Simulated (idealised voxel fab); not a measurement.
process module | voxel wiring stack
cross-section cut | 270 nm wide | cells 5 nm
A cross-section is a grid of square cells, given in bands from the top down. A band is one or more rows of cells.
Each band's line starts with the height of the band's top and of its bottom, in nm. Then come its materials from left to right, each with its width in nm. One material with "throughout" fills the band from edge to edge. "air" is empty space.
Height 0 is the level under which the wafer as received is all one material. The lowest band goes on downwards, as in "0 down".
A width such as "30 to 40" changes by the same amount from each row of cells to the next, from the band's top row to its bottom row.
"no change" after a step means that no cell of the cross-section changed.
closed voids: empty space of 8 cells or more with no open way to the top, each as width x height at its distance from the left edge, in nm
after a step's settings: what the simulator itself notes on the step
overlay nm, on a step with a mask: how far to the right of its planned place the mask lay; to the left if negative
Each pair below shows a cross-section before one step and the cross-section after it, down to the lowest band that changed. The line under each pair gives the step between them, with its settings. The pairs can come from different runs of this module on the same starting wafer, so a pair continues from the pair above only where its "before" says so.
before
  120 to 115: TiN 105 | air 5 | TiN 40 | air 5 | TiN 115
  115 to 100: SiO2 100 | TiN 5 | air 5 | TiN 5 | SiO2 30 | TiN 5 | air 5 | TiN 5 | SiO2 110
  100 to 95: SiCN 100 | TiN 15 | SiCN 30 | TiN 15 | SiCN 110
  95 to 70: lowk 95 | SiN 5 | Ru 20 | SiN 5 | lowk 15 | SiN 5 | Ru 20 | SiN 5 | lowk 100
  70 to 65: SiN 100 | TiN 20 | SiN 25 | TiN 20 | SiN 105
  65 to 45: SiO2 100 | TiN 5 | Ru 5 | TiN 5 | SiO2 155
  45 to 40: SiCN 100 | TiN 15 | SiCN 155
  40 to 35: SiCN 95 | Ru 30 | SiCN 15 | Ru 30 | SiCN 100
  35 to 30: SiCN 100 | TiN 20 | SiCN 25 | TiN 20 | SiCN 105
  30 to 0: SiO2 throughout
  0 down: Si throughout
  closed voids: none
after
  130 to 120: Ru throughout
  120 to 115: TiN 105 | Ru 5 | TiN 40 | Ru 5 | TiN 115
  115 to 100: SiO2 100 | TiN 5 | Ru 5 | TiN 5 | SiO2 30 | TiN 5 | Ru 5 | TiN 5 | SiO2 110
  below 100: unchanged
  closed voids: none
the step between: op FILL_DEP | material Ru | thk nm 10
before: the cross-section after the pair above
after
  115 to 100: SiO2 100 | TiN 5 | Ru 5 | TiN 5 | SiO2 30 | TiN 5 | Ru 5 | TiN 5 | SiO2 110
  below 100: unchanged
  closed voids: none
the step between: op CMP | height nm 115
before: the cross-section after the pair above
after
  120 to 115: TiN throughout
  below 115: unchanged
  closed voids: none
the step between: op DIRECTIONAL_DEP | material TiN | thk nm 5
before: the cross-section after the pair above
after
  135 to 120: Ru throughout
  below 120: unchanged
  closed voids: none
the step between: op DIRECTIONAL_DEP | material Ru | thk nm 15
before: the cross-section after the pair above
after
  135 to 120: air 100 | Ru 20 | air 25 | Ru 20 | air 105
  below 120: unchanged
  closed voids: none
the step between: op MASKED_ETCH | tone cover | mask id METAL_3 | width nm 20 | pitch nm 45 | etch materials Ru | depth nm 15 | overlay nm 0
before: the cross-section after the pair above
after
  135 to 120: air 100 | Ru 20 | air 25 | Ru 20 | air 105
  120 to 115: air 100 | TiN 20 | air 25 | TiN 20 | air 105
  below 115: unchanged
  closed voids: none
the step between: op MASKED_ETCH | tone cover | mask id METAL_3 | width nm 20 | pitch nm 45 | etch materials TiN | depth nm 5 | overlay nm 0
before: the cross-section after the pair above
after
  140 to 135: air 95 | SiCN 30 | air 15 | SiCN 30 | air 100
  135 to 120: air 95 | SiCN 5 | Ru 20 | SiCN 5 | air 15 | SiCN 5 | Ru 20 | SiCN 5 | air 100
  120 to 115: SiCN 100 | TiN 20 | SiCN 25 | TiN 20 | SiCN 105
  below 115: unchanged
  closed voids: none
the step between: op CONFORMAL_DEP | material SiCN | thk nm 5
before: the cross-section after the pair above
after
  150 to 140: SiO2 throughout
  140 to 135: SiO2 95 | SiCN 30 | SiO2 15 | SiCN 30 | SiO2 100
  135 to 120: SiO2 95 | SiCN 5 | Ru 20 | SiCN 5 | SiO2 15 | SiCN 5 | Ru 20 | SiCN 5 | SiO2 100
  below 120: unchanged
  closed voids: none
the step between: op FILL_DEP | material SiO2 | thk nm 10
before: the cross-section after the pair above
after
  135 to 120: SiO2 95 | SiCN 5 | Ru 20 | SiCN 5 | SiO2 15 | SiCN 5 | Ru 20 | SiCN 5 | SiO2 100
  below 120: unchanged
  closed voids: none
the step between: op CMP | height nm 135
before: the cross-section after the pair above
after
  140 to 135: SiCN throughout
  below 135: unchanged
  closed voids: none
the step between: op CONFORMAL_DEP | material SiCN | thk nm 5
before
  135 to 120: SiO2 95 | SiCN 5 | Ru 20 | SiCN 5 | SiO2 15 | SiCN 5 | Ru 20 | SiCN 5 | SiO2 100
  120 to 115: SiCN 100 | TiN 20 | SiCN 25 | TiN 20 | SiCN 105
  115 to 100: SiO2 100 | TiN 5 | Ru 5 | TiN 5 | SiO2 30 | TiN 5 | Ru 5 | TiN 5 | SiO2 110
  100 to 95: SiCN 100 | TiN 15 | SiCN 30 | TiN 15 | SiCN 110
  95 to 70: lowk 95 | SiN 5 | Ru 20 | SiN 5 | lowk 15 | SiN 5 | Ru 20 | SiN 5 | lowk 100
  70 to 65: SiN 100 | TiN 20 | SiN 25 | TiN 20 | SiN 105
  65 to 45: SiO2 100 | TiN 5 | Ru 5 | TiN 5 | SiO2 155
  45 to 40: SiCN 100 | TiN 15 | SiCN 155
  40 to 35: SiCN 95 | Ru 30 | SiCN 15 | Ru 30 | SiCN 100
  35 to 15: SiO2 100 | TiN 5 | Cu 10 | TiN 5 | SiO2 25 | TiN 5 | Cu 10 | TiN 5 | SiO2 105
  15 to 10: SiCN 100 | TiN 20 | SiCN 25 | TiN 20 | SiCN 105
  10 to 0: SiO2 throughout
  0 down: Si throughout
  closed voids: none
after
  150 to 135: SiCN throughout
  below 135: unchanged
  closed voids: none
the step between: op CONFORMAL_DEP | material SiCN | thk nm 15
before
  135 to 120: Ru throughout
  120 to 115: TiN throughout
  115 to 100: SiO2 100 | TiN 5 | Ru 5 | TiN 5 | SiO2 30 | TiN 5 | Ru 5 | TiN 5 | SiO2 110
  100 to 95: SiCN 100 | TiN 15 | SiCN 30 | TiN 15 | SiCN 110
  95 to 70: lowk 95 | SiN 5 | Ru 20 | SiN 5 | lowk 15 | SiN 5 | Ru 20 | SiN 5 | lowk 100
  70 to 65: SiN 100 | TiN 20 | SiN 25 | TiN 20 | SiN 105
  65 to 45: SiO2 100 | TiN 5 | Ru 5 | TiN 5 | SiO2 155
  45 to 40: SiCN 100 | TiN 15 | SiCN 155
  40 to 35: SiCN 95 | Ru 30 | SiCN 15 | Ru 30 | SiCN 100
  35 to 15: SiO2 100 | TiN 5 | Cu 10 | TiN 5 | SiO2 25 | TiN 5 | Cu 10 | TiN 5 | SiO2 105
  15 to 10: SiCN 100 | TiN 20 | SiCN 25 | TiN 20 | SiCN 105
  10 to 0: SiO2 throughout
  0 down: Si throughout
  closed voids: none
after
  135 to 120: air 100 | Ru 25 | air 20 | Ru 25 | air 100
  below 120: unchanged
  closed voids: none
the step between: op MASKED_ETCH | tone cover | mask id METAL_3 | width nm 25 | pitch nm 45 | etch materials Ru | depth nm 15 | overlay nm 0
before: the cross-section after the pair above
after
  135 to 120: air 100 | Ru 25 | air 20 | Ru 25 | air 100
  120 to 115: air 100 | TiN 25 | air 20 | TiN 25 | air 100
  below 115: unchanged
  closed voids: none
the step between: op MASKED_ETCH | tone cover | mask id METAL_3 | width nm 20 | pitch nm 45 | etch materials TiN | depth nm 5 | overlay nm 0
before: the cross-section after the pair above
after
  140 to 135: air 95 | SiCN 35 | air 10 | SiCN 35 | air 95
  135 to 120: air 95 | SiCN 5 | Ru 25 | SiCN 5 | air 10 | SiCN 5 | Ru 25 | SiCN 5 | air 95
  120 to 115: SiCN 100 | TiN 25 | SiCN 20 | TiN 25 | SiCN 100
  below 115: unchanged
  closed voids: none
the step between: op CONFORMAL_DEP | material SiCN | thk nm 5
before: the cross-section after the pair above
after
  150 to 140: SiO2 throughout
  140 to 135: SiO2 95 | SiCN 35 | SiO2 10 | SiCN 35 | SiO2 95
  135 to 120: SiO2 95 | SiCN 5 | Ru 25 | SiCN 5 | SiO2 10 | SiCN 5 | Ru 25 | SiCN 5 | SiO2 95
  below 120: unchanged
  closed voids: none
the step between: op FILL_DEP | material SiO2 | thk nm 10
before: the cross-section after the pair above
after
  135 to 120: SiO2 95 | SiCN 5 | Ru 25 | SiCN 5 | SiO2 10 | SiCN 5 | Ru 25 | SiCN 5 | SiO2 95
  below 120: unchanged
  closed voids: none
the step between: op CMP | height nm 135
before: the cross-section after the pair above
after
  140 to 135: SiCN throughout
  below 135: unchanged
  closed voids: none
the step between: op CONFORMAL_DEP | material SiCN | thk nm 5
before
  95 to 70: Ru throughout
  70 to 65: TiN throughout
  65 to 45: SiO2 100 | TiN 5 | Ru 5 | TiN 5 | SiO2 155
  45 to 40: SiCN 100 | TiN 15 | SiCN 155
  40 to 35: SiCN 95 | Ru 30 | SiCN 15 | Ru 30 | SiCN 100
  35 to 15: SiO2 100 | TiN 5 | Cu 10 | TiN 5 | SiO2 25 | TiN 5 | Cu 10 | TiN 5 | SiO2 105
  15 to 10: SiCN 100 | TiN 20 | SiCN 25 | TiN 20 | SiCN 105
  10 to 0: SiO2 throughout
  0 down: Si throughout
  closed voids: none
after
  95 to 70: air 95 | Ru 20 | air 25 | Ru 20 | air 110
  below 70: unchanged
  closed voids: none
the step between: op MASKED_ETCH | tone cover | mask id METAL_2 | width nm 20 | pitch nm 45 | etch materials Ru | depth nm 25 | overlay nm -5
before: the cross-section after the pair above
after
  95 to 70: air 95 | Ru 20 | air 25 | Ru 20 | air 110
  70 to 65: air 95 | TiN 25 | air 20 | TiN 25 | air 105
  below 65: unchanged
  closed voids: none
the step between: op MASKED_ETCH | tone cover | mask id METAL_2 | width nm 20 | pitch nm 45 | etch materials TiN | depth nm 5 | overlay nm 0
before: the cross-section after the pair above
after
  100 to 95: air 90 | SiN 30 | air 15 | SiN 30 | air 105
  95 to 75: air 90 | SiN 5 | Ru 20 | SiN 5 | air 15 | SiN 5 | Ru 20 | SiN 5 | air 105
  75 to 70: air 90 | SiN 5 | Ru 20 | SiN 10 | air 10 | SiN 5 | Ru 20 | SiN 10 | air 100
  70 to 65: SiN 95 | TiN 25 | SiN 20 | TiN 25 | SiN 105
  below 65: unchanged
  closed voids: none
the step between: op CONFORMAL_DEP | material SiN | thk nm 5
before: the cross-section after the pair above
after
  105 to 100: lowk throughout
  100 to 95: lowk 90 | SiN 30 | lowk 15 | SiN 30 | lowk 105
  95 to 75: lowk 90 | SiN 5 | Ru 20 | SiN 5 | lowk 15 | SiN 5 | Ru 20 | SiN 5 | lowk 105
  75 to 70: lowk 90 | SiN 5 | Ru 20 | SiN 10 | lowk 10 | SiN 5 | Ru 20 | SiN 10 | lowk 100
  below 70: unchanged
  closed voids: none
the step between: op FILL_DEP | material lowk | thk nm 5
before: the cross-section after the pair above
after
  95 to 75: lowk 90 | SiN 5 | Ru 20 | SiN 5 | lowk 15 | SiN 5 | Ru 20 | SiN 5 | lowk 105
  below 75: unchanged
  closed voids: none
the step between: op CMP | height nm 95
before: the cross-section after the pair above
after
  100 to 95: SiCN throughout
  below 95: unchanged
  closed voids: none
the step between: op CONFORMAL_DEP | material SiCN | thk nm 5
before: the cross-section after the pair above
after
  115 to 100: SiO2 throughout
  below 100: unchanged
  closed voids: none
the step between: op DIRECTIONAL_DEP | material SiO2 | thk nm 15
before: the cross-section after the pair above
after
  130 to 115: resist 100 | air 15 | resist 30 | air 15 | resist 110
  below 115: unchanged
  closed voids: none
the step between: op PATTERN | tone open | mask id PLUG_2 | material resist | width nm 15 | pitch nm 45 | thk nm 15 | overlay nm 0
before: the cross-section after the pair above
after
  130 to 115: resist 100 | air 15 | resist 30 | air 15 | resist 110
  115 to 100: SiO2 100 | air 15 | SiO2 30 | air 15 | SiO2 110
  below 100: unchanged
  closed voids: none
the step between: op DIRECTIONAL_ETCH | etch materials SiO2 | depth nm 15
before: the cross-section after the pair above
after
  130 to 115: resist 100 | air 15 | resist 30 | air 15 | resist 110
  115 to 100: SiO2 100 | air 15 | SiO2 30 | air 15 | SiO2 110
  100 to 95: SiCN 100 | air 15 | SiCN 30 | air 15 | SiCN 110
  below 95: unchanged
  closed voids: none
the step between: op DIRECTIONAL_ETCH | etch materials SiCN | depth nm 5
before: the cross-section after the pair above
after
  115 to 100: SiO2 100 | air 15 | SiO2 30 | air 15 | SiO2 110
  below 100: unchanged
  closed voids: none
the step between: op STRIP | etch materials resist
before: the cross-section after the pair above
after
  120 to 115: TiN 105 | air 5 | TiN 40 | air 5 | TiN 115
  115 to 100: SiO2 100 | TiN 5 | air 5 | TiN 5 | SiO2 30 | TiN 5 | air 5 | TiN 5 | SiO2 110
  100 to 95: SiCN 100 | TiN 15 | SiCN 30 | TiN 15 | SiCN 110
  below 95: unchanged
  closed voids: none
the step between: op CONFORMAL_DEP | material TiN | thk nm 5
before: the cross-section after the pair above
after
  130 to 120: Ru throughout
  120 to 115: TiN 105 | Ru 5 | TiN 40 | Ru 5 | TiN 115
  115 to 100: SiO2 100 | TiN 5 | Ru 5 | TiN 5 | SiO2 30 | TiN 5 | Ru 5 | TiN 5 | SiO2 110
  below 100: unchanged
  closed voids: none
the step between: op FILL_DEP | material Ru | thk nm 10
before: the cross-section after the pair above
after
  115 to 100: SiO2 100 | TiN 5 | Ru 5 | TiN 5 | SiO2 30 | TiN 5 | Ru 5 | TiN 5 | SiO2 110
  below 100: unchanged
  closed voids: none
the step between: op CMP | height nm 115
before: the cross-section after the pair above
after
  120 to 115: TiN throughout
  below 115: unchanged
  closed voids: none
the step between: op DIRECTIONAL_DEP | material TiN | thk nm 5
before: the cross-section after the pair above
after
  135 to 120: Ru throughout
  below 120: unchanged
  closed voids: none
the step between: op DIRECTIONAL_DEP | material Ru | thk nm 15
before: the cross-section after the pair above
after
  135 to 120: air 100 | Ru 20 | air 25 | Ru 20 | air 105
  below 120: unchanged
  closed voids: none
the step between: op MASKED_ETCH | tone cover | mask id METAL_3 | width nm 20 | pitch nm 45 | etch materials Ru | depth nm 15 | overlay nm 0
before: the cross-section after the pair above
after
  135 to 120: air 100 | Ru 20 | air 25 | Ru 20 | air 105
  120 to 115: air 100 | TiN 20 | air 25 | TiN 20 | air 105
  below 115: unchanged
  closed voids: none
the step between: op MASKED_ETCH | tone cover | mask id METAL_3 | width nm 20 | pitch nm 45 | etch materials TiN | depth nm 5 | overlay nm 0
before: the cross-section after the pair above
after
  140 to 135: air 95 | SiCN 30 | air 15 | SiCN 30 | air 100
  135 to 120: air 95 | SiCN 5 | Ru 20 | SiCN 5 | air 15 | SiCN 5 | Ru 20 | SiCN 5 | air 100
  120 to 115: SiCN 100 | TiN 20 | SiCN 25 | TiN 20 | SiCN 105
  below 115: unchanged
  closed voids: none
the step between: op CONFORMAL_DEP | material SiCN | thk nm 5
before: the cross-section after the pair above
after
  150 to 140: SiO2 throughout
  140 to 135: SiO2 95 | SiCN 30 | SiO2 15 | SiCN 30 | SiO2 100
  135 to 120: SiO2 95 | SiCN 5 | Ru 20 | SiCN 5 | SiO2 15 | SiCN 5 | Ru 20 | SiCN 5 | SiO2 100
  below 120: unchanged
  closed voids: none
the step between: op FILL_DEP | material SiO2 | thk nm 10
before: the cross-section after the pair above
after
  135 to 120: SiO2 95 | SiCN 5 | Ru 20 | SiCN 5 | SiO2 15 | SiCN 5 | Ru 20 | SiCN 5 | SiO2 100
  below 120: unchanged
  closed voids: none
the step between: op CMP | height nm 135
before: the cross-section after the pair above
after
  140 to 135: SiCN throughout
  below 135: unchanged
  closed voids: none
the step between: op CONFORMAL_DEP | material SiCN | thk nm 5
before
  65 to 45: SiO2 100 | TiN 5 | Ru 5 | TiN 5 | SiO2 155
  45 to 40: SiCN 100 | TiN 15 | SiCN 155
  40 to 35: SiCN 95 | Ru 30 | SiCN 15 | Ru 30 | SiCN 100
  35 to 15: SiO2 100 | TiN 5 | Cu 10 | TiN 5 | SiO2 25 | TiN 5 | Cu 10 | TiN 5 | SiO2 105
  15 to 10: SiCN 100 | TiN 20 | SiCN 25 | TiN 20 | SiCN 105
  10 to 0: SiO2 throughout
  0 down: Si throughout
  closed voids: none
after
  70 to 65: aC throughout
  below 65: unchanged
  closed voids: none
the step between: op DIRECTIONAL_DEP | material aC | thk nm 5
before: the cross-section after the pair above
after
  95 to 70: Ru throughout
  below 70: unchanged
  closed voids: none
the step between: op DIRECTIONAL_DEP | material Ru | thk nm 25
before: the cross-section after the pair above
after
  95 to 70: air 100 | Ru 20 | air 25 | Ru 20 | air 105
  below 70: unchanged
  closed voids: none
the step between: op MASKED_ETCH | tone cover | mask id METAL_2 | width nm 20 | pitch nm 45 | etch materials Ru | depth nm 25 | overlay nm 0
before: the cross-section after the pair above
after
  100 to 95: air 95 | SiN 30 | air 15 | SiN 30 | air 100
  95 to 75: air 95 | SiN 5 | Ru 20 | SiN 5 | air 15 | SiN 5 | Ru 20 | SiN 5 | air 100
  75 to 70: SiN 100 | Ru 20 | SiN 25 | Ru 20 | SiN 105
  below 70: unchanged
  closed voids: none
the step between: op CONFORMAL_DEP | material SiN | thk nm 5
before: the cross-section after the pair above
after
  105 to 100: lowk throughout
  100 to 95: lowk 95 | SiN 30 | lowk 15 | SiN 30 | lowk 100
  95 to 75: lowk 95 | SiN 5 | Ru 20 | SiN 5 | lowk 15 | SiN 5 | Ru 20 | SiN 5 | lowk 100
  below 75: unchanged
  closed voids: none
the step between: op FILL_DEP | material lowk | thk nm 5
before: the cross-section after the pair above
after
  95 to 75: lowk 95 | SiN 5 | Ru 20 | SiN 5 | lowk 15 | SiN 5 | Ru 20 | SiN 5 | lowk 100
  below 75: unchanged
  closed voids: none
the step between: op CMP | height nm 95
before: the cross-section after the pair above
after
  100 to 95: SiCN throughout
  below 95: unchanged
  closed voids: none
the step between: op CONFORMAL_DEP | material SiCN | thk nm 5
before: the cross-section after the pair above
after
  115 to 100: SiO2 throughout
  below 100: unchanged
  closed voids: none
the step between: op DIRECTIONAL_DEP | material SiO2 | thk nm 15
before: the cross-section after the pair above
after
  130 to 115: resist 100 | air 15 | resist 30 | air 15 | resist 110
  below 115: unchanged
  closed voids: none
the step between: op PATTERN | tone open | mask id PLUG_2 | material resist | width nm 15 | pitch nm 45 | thk nm 15 | overlay nm 0
before: the cross-section after the pair above
after
  130 to 115: resist 100 | air 15 | resist 30 | air 15 | resist 110
  115 to 100: SiO2 100 | air 15 | SiO2 30 | air 15 | SiO2 110
  below 100: unchanged
  closed voids: none
the step between: op DIRECTIONAL_ETCH | etch materials SiO2 | depth nm 15
before: the cross-section after the pair above
after
  130 to 115: resist 100 | air 15 | resist 30 | air 15 | resist 110
  115 to 100: SiO2 100 | air 15 | SiO2 30 | air 15 | SiO2 110
  100 to 95: SiCN 100 | air 15 | SiCN 30 | air 15 | SiCN 110
  below 95: unchanged
  closed voids: none
the step between: op DIRECTIONAL_ETCH | etch materials SiCN | depth nm 5
before: the cross-section after the pair above
after
  115 to 100: SiO2 100 | air 15 | SiO2 30 | air 15 | SiO2 110
  below 100: unchanged
  closed voids: none
the step between: op STRIP | etch materials resist
before: the cross-section after the pair above
after
  120 to 115: TiN 105 | air 5 | TiN 40 | air 5 | TiN 115
  115 to 100: SiO2 100 | TiN 5 | air 5 | TiN 5 | SiO2 30 | TiN 5 | air 5 | TiN 5 | SiO2 110
  100 to 95: SiCN 100 | TiN 15 | SiCN 30 | TiN 15 | SiCN 110
  below 95: unchanged
  closed voids: none
the step between: op CONFORMAL_DEP | material TiN | thk nm 5
before: the cross-section after the pair above
after
  130 to 120: Ru throughout
  120 to 115: TiN 105 | Ru 5 | TiN 40 | Ru 5 | TiN 115
  115 to 100: SiO2 100 | TiN 5 | Ru 5 | TiN 5 | SiO2 30 | TiN 5 | Ru 5 | TiN 5 | SiO2 110
  below 100: unchanged
  closed voids: none
the step between: op FILL_DEP | material Ru | thk nm 10
before: the cross-section after the pair above
after
  115 to 100: SiO2 100 | TiN 5 | Ru 5 | TiN 5 | SiO2 30 | TiN 5 | Ru 5 | TiN 5 | SiO2 110
  below 100: unchanged
  closed voids: none
the step between: op CMP | height nm 115
before: the cross-section after the pair above
after
  120 to 115: TiN throughout
  below 115: unchanged
  closed voids: none
the step between: op DIRECTIONAL_DEP | material TiN | thk nm 5
before: the cross-section after the pair above
after
  135 to 120: Ru throughout
  below 120: unchanged
  closed voids: none
the step between: op DIRECTIONAL_DEP | material Ru | thk nm 15
before: the cross-section after the pair above
after
  135 to 120: air 100 | Ru 20 | air 25 | Ru 20 | air 105
  below 120: unchanged
  closed voids: none
the step between: op MASKED_ETCH | tone cover | mask id METAL_3 | width nm 20 | pitch nm 45 | etch materials Ru | depth nm 15 | overlay nm 0
before: the cross-section after the pair above
after
  135 to 120: air 100 | Ru 20 | air 25 | Ru 20 | air 105
  120 to 115: air 100 | TiN 20 | air 25 | TiN 20 | air 105
  below 115: unchanged
  closed voids: none
the step between: op MASKED_ETCH | tone cover | mask id METAL_3 | width nm 20 | pitch nm 45 | etch materials TiN | depth nm 5 | overlay nm 0
before: the cross-section after the pair above
after
  140 to 135: air 95 | SiCN 30 | air 15 | SiCN 30 | air 100
  135 to 120: air 95 | SiCN 5 | Ru 20 | SiCN 5 | air 15 | SiCN 5 | Ru 20 | SiCN 5 | air 100
  120 to 115: SiCN 100 | TiN 20 | SiCN 25 | TiN 20 | SiCN 105
  below 115: unchanged
  closed voids: none
the step between: op CONFORMAL_DEP | material SiCN | thk nm 5
before: the cross-section after the pair above
after
  150 to 140: SiO2 throughout
  140 to 135: SiO2 95 | SiCN 30 | SiO2 15 | SiCN 30 | SiO2 100
  135 to 120: SiO2 95 | SiCN 5 | Ru 20 | SiCN 5 | SiO2 15 | SiCN 5 | Ru 20 | SiCN 5 | SiO2 100
  below 120: unchanged
  closed voids: none
the step between: op FILL_DEP | material SiO2 | thk nm 10
before: the cross-section after the pair above
after
  135 to 120: SiO2 95 | SiCN 5 | Ru 20 | SiCN 5 | SiO2 15 | SiCN 5 | Ru 20 | SiCN 5 | SiO2 100
  below 120: unchanged
  closed voids: none
the step between: op CMP | height nm 135
before: the cross-section after the pair above
after
  140 to 135: SiCN throughout
  below 135: unchanged
  closed voids: none
the step between: op CONFORMAL_DEP | material SiCN | thk nm 5
before
  95 to 70: Ru throughout
  70 to 65: TiN throughout
  65 to 45: SiO2 100 | TiN 5 | Ru 5 | TiN 5 | SiO2 155
  45 to 40: SiCN 100 | TiN 15 | SiCN 155
  40 to 35: SiCN 95 | Ru 30 | SiCN 15 | Ru 30 | SiCN 100
  35 to 15: SiO2 100 | TiN 5 | Cu 10 | TiN 5 | SiO2 25 | TiN 5 | Cu 10 | TiN 5 | SiO2 105
  15 to 10: SiCN 100 | TiN 20 | SiCN 25 | TiN 20 | SiCN 105
  10 to 0: SiO2 throughout
  0 down: Si throughout
  closed voids: none
after
  95 to 70: Ru 100 | air 20 | Ru 25 | air 20 | Ru 105
  below 70: unchanged
  closed voids: none
the step between: op MASKED_ETCH | tone open | mask id METAL_2 | width nm 20 | pitch nm 45 | etch materials Ru | depth nm 25 | overlay nm 0
before: the cross-section after the pair above
after
  100 to 95: SiN 105 | air 10 | SiN 35 | air 10 | SiN 110
  95 to 75: Ru 100 | SiN 5 | air 10 | SiN 5 | Ru 25 | SiN 5 | air 10 | SiN 5 | Ru 105
  75 to 70: Ru 100 | SiN 20 | Ru 25 | SiN 20 | Ru 105
  below 70: unchanged
  closed voids: none
the step between: op CONFORMAL_DEP | material SiN | thk nm 5
before: the cross-section after the pair above
after
  105 to 100: lowk throughout
  100 to 95: SiN 105 | lowk 10 | SiN 35 | lowk 10 | SiN 110
  95 to 75: Ru 100 | SiN 5 | lowk 10 | SiN 5 | Ru 25 | SiN 5 | lowk 10 | SiN 5 | Ru 105
  below 75: unchanged
  closed voids: none
the step between: op FILL_DEP | material lowk | thk nm 5
before: the cross-section after the pair above
after
  95 to 75: Ru 100 | SiN 5 | lowk 10 | SiN 5 | Ru 25 | SiN 5 | lowk 10 | SiN 5 | Ru 105
  below 75: unchanged
  closed voids: none
the step between: op CMP | height nm 95
before: the cross-section after the pair above
after
  100 to 95: SiCN throughout
  below 95: unchanged
  closed voids: none
the step between: op CONFORMAL_DEP | material SiCN | thk nm 5
before: the cross-section after the pair above
after
  115 to 100: SiO2 throughout
  below 100: unchanged
  closed voids: none
the step between: op DIRECTIONAL_DEP | material SiO2 | thk nm 15
before: the cross-section after the pair above
after
  130 to 115: resist 100 | air 15 | resist 30 | air 15 | resist 110
  below 115: unchanged
  closed voids: none
the step between: op PATTERN | tone open | mask id PLUG_2 | material resist | width nm 15 | pitch nm 45 | thk nm 15 | overlay nm 0
before: the cross-section after the pair above
after
  130 to 115: resist 100 | air 15 | resist 30 | air 15 | resist 110
  115 to 100: SiO2 100 | air 15 | SiO2 30 | air 15 | SiO2 110
  below 100: unchanged
  closed voids: none
the step between: op DIRECTIONAL_ETCH | etch materials SiO2 | depth nm 15
before: the cross-section after the pair above
after
  130 to 115: resist 100 | air 15 | resist 30 | air 15 | resist 110
  115 to 100: SiO2 100 | air 15 | SiO2 30 | air 15 | SiO2 110
  100 to 95: SiCN 100 | air 15 | SiCN 30 | air 15 | SiCN 110
  below 95: unchanged
  closed voids: none
the step between: op DIRECTIONAL_ETCH | etch materials SiCN | depth nm 5
before: the cross-section after the pair above
after
  115 to 100: SiO2 100 | air 15 | SiO2 30 | air 15 | SiO2 110
  below 100: unchanged
  closed voids: none
the step between: op STRIP | etch materials resist
before: the cross-section after the pair above
after
  120 to 115: TiN 105 | air 5 | TiN 40 | air 5 | TiN 115
  115 to 100: SiO2 100 | TiN 5 | air 5 | TiN 5 | SiO2 30 | TiN 5 | air 5 | TiN 5 | SiO2 110
  100 to 95: SiCN 100 | TiN 15 | SiCN 30 | TiN 15 | SiCN 110
  below 95: unchanged
  closed voids: none
the step between: op CONFORMAL_DEP | material TiN | thk nm 5
before: the cross-section after the pair above
after
  130 to 120: Ru throughout
  120 to 115: TiN 105 | Ru 5 | TiN 40 | Ru 5 | TiN 115
  115 to 100: SiO2 100 | TiN 5 | Ru 5 | TiN 5 | SiO2 30 | TiN 5 | Ru 5 | TiN 5 | SiO2 110
  below 100: unchanged
  closed voids: none
the step between: op FILL_DEP | material Ru | thk nm 10
before: the cross-section after the pair above
after
  115 to 100: SiO2 100 | TiN 5 | Ru 5 | TiN 5 | SiO2 30 | TiN 5 | Ru 5 | TiN 5 | SiO2 110
  below 100: unchanged
  closed voids: none
the step between: op CMP | height nm 115
before: the cross-section after the pair above
after
  120 to 115: TiN throughout
  below 115: unchanged
  closed voids: none
the step between: op DIRECTIONAL_DEP | material TiN | thk nm 5
before: the cross-section after the pair above
after
  135 to 120: Ru throughout
  below 120: unchanged
  closed voids: none
the step between: op DIRECTIONAL_DEP | material Ru | thk nm 15
before: the cross-section after the pair above
after
  135 to 120: air 100 | Ru 20 | air 25 | Ru 20 | air 105
  below 120: unchanged
  closed voids: none
the step between: op MASKED_ETCH | tone cover | mask id METAL_3 | width nm 20 | pitch nm 45 | etch materials Ru | depth nm 15 | overlay nm 0
before: the cross-section after the pair above
after
  135 to 120: air 100 | Ru 20 | air 25 | Ru 20 | air 105
  120 to 115: air 100 | TiN 20 | air 25 | TiN 20 | air 105
  below 115: unchanged
  closed voids: none
the step between: op MASKED_ETCH | tone cover | mask id METAL_3 | width nm 20 | pitch nm 45 | etch materials TiN | depth nm 5 | overlay nm 0
before: the cross-section after the pair above
after
  140 to 135: air 95 | SiCN 30 | air 15 | SiCN 30 | air 100
  135 to 120: air 95 | SiCN 5 | Ru 20 | SiCN 5 | air 15 | SiCN 5 | Ru 20 | SiCN 5 | air 100
  120 to 115: SiCN 100 | TiN 20 | SiCN 25 | TiN 20 | SiCN 105
  below 115: unchanged
  closed voids: none
the step between: op CONFORMAL_DEP | material SiCN | thk nm 5
before: the cross-section after the pair above
after
  150 to 140: SiO2 throughout
  140 to 135: SiO2 95 | SiCN 30 | SiO2 15 | SiCN 30 | SiO2 100
  135 to 120: SiO2 95 | SiCN 5 | Ru 20 | SiCN 5 | SiO2 15 | SiCN 5 | Ru 20 | SiCN 5 | SiO2 100
  below 120: unchanged
  closed voids: none
the step between: op FILL_DEP | material SiO2 | thk nm 10
before: the cross-section after the pair above
after
  135 to 120: SiO2 95 | SiCN 5 | Ru 20 | SiCN 5 | SiO2 15 | SiCN 5 | Ru 20 | SiCN 5 | SiO2 100
  below 120: unchanged
  closed voids: none
the step between: op CMP | height nm 135
before: the cross-section after the pair above
after
  140 to 135: SiCN throughout
  below 135: unchanged
  closed voids: none
the step between: op CONFORMAL_DEP | material SiCN | thk nm 5
